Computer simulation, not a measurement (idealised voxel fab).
process module | voxel capacitor over wiring
cross-section cut | 235 nm wide | cells 5 nm
A cross-section is a grid of square cells, given in bands from the top down. A band is one or more rows of cells.
Each band's line starts with the height of the band's top and of its bottom, in nm. Then come its materials from left to right, each with its width in nm. One material with "throughout" fills the band from edge to edge. "air" is empty space.
Height 0 is the level under which the wafer as received is all one material. The lowest band goes on downwards, as in "0 down".
A width such as "30 to 40" changes by the same amount from each row of cells to the next, from the band's top row to its bottom row.
"no change" after a step means that no cell of the cross-section changed.
closed voids: empty space of 8 cells or more with no open way to the top, each as width x height at its distance from the left edge, in nm
after a step's settings: what the simulator itself notes on the step
overlay nm, on a step with a mask: how far to the right of its planned place the mask lay; to the left if negative
plan
1 op RECEIVE | material Si
2 op CONFORMAL_DEP | material SiO2 | thk nm 10
3 op DIRECTIONAL_DEP | material TiN | thk nm 5
4 op DIRECTIONAL_DEP | material Ru | thk nm 25
5 op DIRECTIONAL_DEP | material aC | thk nm 10
6 op PATTERN | tone cover | mask id METAL_1 | material resist | width nm 30 | pitch nm 90 | thk nm 25 | overlay nm 0
7 op DIRECTIONAL_ETCH | etch materials aC | depth nm 10
8 op STRIP | etch materials resist
9 op DIRECTIONAL_ETCH | etch materials Ru | depth nm 25
10 op DIRECTIONAL_ETCH | etch materials TiN | depth nm 5
11 op STRIP | etch materials aC
12 op CONFORMAL_DEP | material SiN | thk nm 5
13 op FILL_DEP | material SiO2 | thk nm 5
14 op CMP | height nm 40
15 op CONFORMAL_DEP | material SiCN | thk nm 5
16 op DIRECTIONAL_DEP | material lowk | thk nm 10
17 op DIRECTIONAL_DEP | material aC | thk nm 10
18 op PATTERN | tone open | mask id PLUG_1 | material resist | width nm 15 | thk nm 25 | overlay nm 0
19 op DIRECTIONAL_ETCH | etch materials aC | depth nm 10
20 op STRIP | etch materials resist
21 op DIRECTIONAL_ETCH | etch materials lowk | depth nm 10
22 op DIRECTIONAL_ETCH | etch materials SiCN | depth nm 5
23 op STRIP | etch materials aC
24 op EPI | material Ru | thk nm 10
25 op EPI | material Ru | thk nm 5
26 op DIRECTIONAL_DEP | material TiN | thk nm 10
27 op DIRECTIONAL_DEP | material Al2O3 | thk nm 5
28 op DIRECTIONAL_DEP | material TiN | thk nm 10
29 op PATTERN | tone cover | mask id UPPER_PLATE | material resist | width nm 65 | thk nm 20 | overlay nm 0
30 op DIRECTIONAL_ETCH | etch materials TiN | depth nm 10
31 op DIRECTIONAL_ETCH | etch materials Al2O3 | depth nm 5
32 op STRIP | etch materials resist
33 op DIRECTIONAL_DEP | material aC | thk nm 15
34 op PATTERN | tone cover | mask id LOWER_PLATE | material resist | width nm 75 | thk nm 35 | overlay nm 0
35 op DIRECTIONAL_ETCH | etch materials aC | depth nm 15
36 op STRIP | etch materials resist
37 op DIRECTIONAL_ETCH | etch materials TiN | depth nm 10
38 op STRIP | etch materials aC
39 op FILL_DEP | material SiO2 | thk nm 15
40 op CMP | height nm 90
41 op MASKED_ETCH | tone open | mask id PLUG_2 | width nm 15 | etch materials SiO2 | depth nm 10 | overlay nm 0
42 op CONFORMAL_DEP | material TiN | thk nm 5
43 op FILL_DEP | material W | thk nm 5
44 op CMP | height nm 90
45 op CONFORMAL_DEP | material SiCN | thk nm 5
as received, after step 1
  0 down: Si throughout
  closed voids: none
first wafer at the end, as planned
  95 to 90: SiCN throughout
  90 to 85: SiO2 80 | TiN 5 | W 5 | TiN 5 | SiO2 140
  85 to 80: SiO2 80 | TiN 15 | SiO2 140
  80 to 70: SiO2 70 | TiN 65 | SiO2 100
  70 to 65: SiO2 70 | Al2O3 65 | SiO2 100
  65 to 55: SiO2 65 | TiN 75 | SiO2 95
  55 to 45: lowk 70 | Ru 15 | lowk 150
  45 to 40: SiCN 70 | Ru 15 | SiCN 150
  40 to 15: SiO2 50 | SiN 5 | Ru 30 | SiN 5 | SiO2 50 | SiN 5 | Ru 30 | SiN 5 | SiO2 55
  15 to 10: SiN 55 | TiN 30 | SiN 60 | TiN 30 | SiN 60
  10 to 0: SiO2 throughout
  0 down: Si throughout
  closed voids: none
second wafer at the end: like start, like plan, one mistake
  95 to 90: SiCN throughout
  90 to 85: SiO2 80 | TiN 5 | W 5 | TiN 5 | SiO2 140
  85 to 75: SiO2 80 to 85 | TiN 15 to 50 | SiO2 140 to 100
  75 to 70: SiO2 70 | TiN 65 | SiO2 100
  70 to 65: SiO2 70 | TiN 15 | Al2O3 50 | SiO2 100
  65 to 60: SiO2 65 | TiN 5 | Al2O3 15 | TiN 55 | SiO2 95
  60 to 55: SiO2 65 | TiN 75 | SiO2 95
  55 to 50: SiCN 70 | TiN 15 | SiCN 150
  50 to 40: lowk throughout
  40 to 15: SiO2 50 | SiN 5 | Ru 30 | SiN 5 | SiO2 50 | SiN 5 | Ru 30 | SiN 5 | SiO2 55
  15 to 10: SiN 55 | TiN 30 | SiN 60 | TiN 30 | SiN 60
  10 to 0: SiO2 throughout
  0 down: Si throughout
  closed voids: none
what went wrong: steps 15 and 16 were swapped
at the end the second wafer has, in cells: 9 fewer of Ru | 3 more of SiO2 | 6 more of lowk
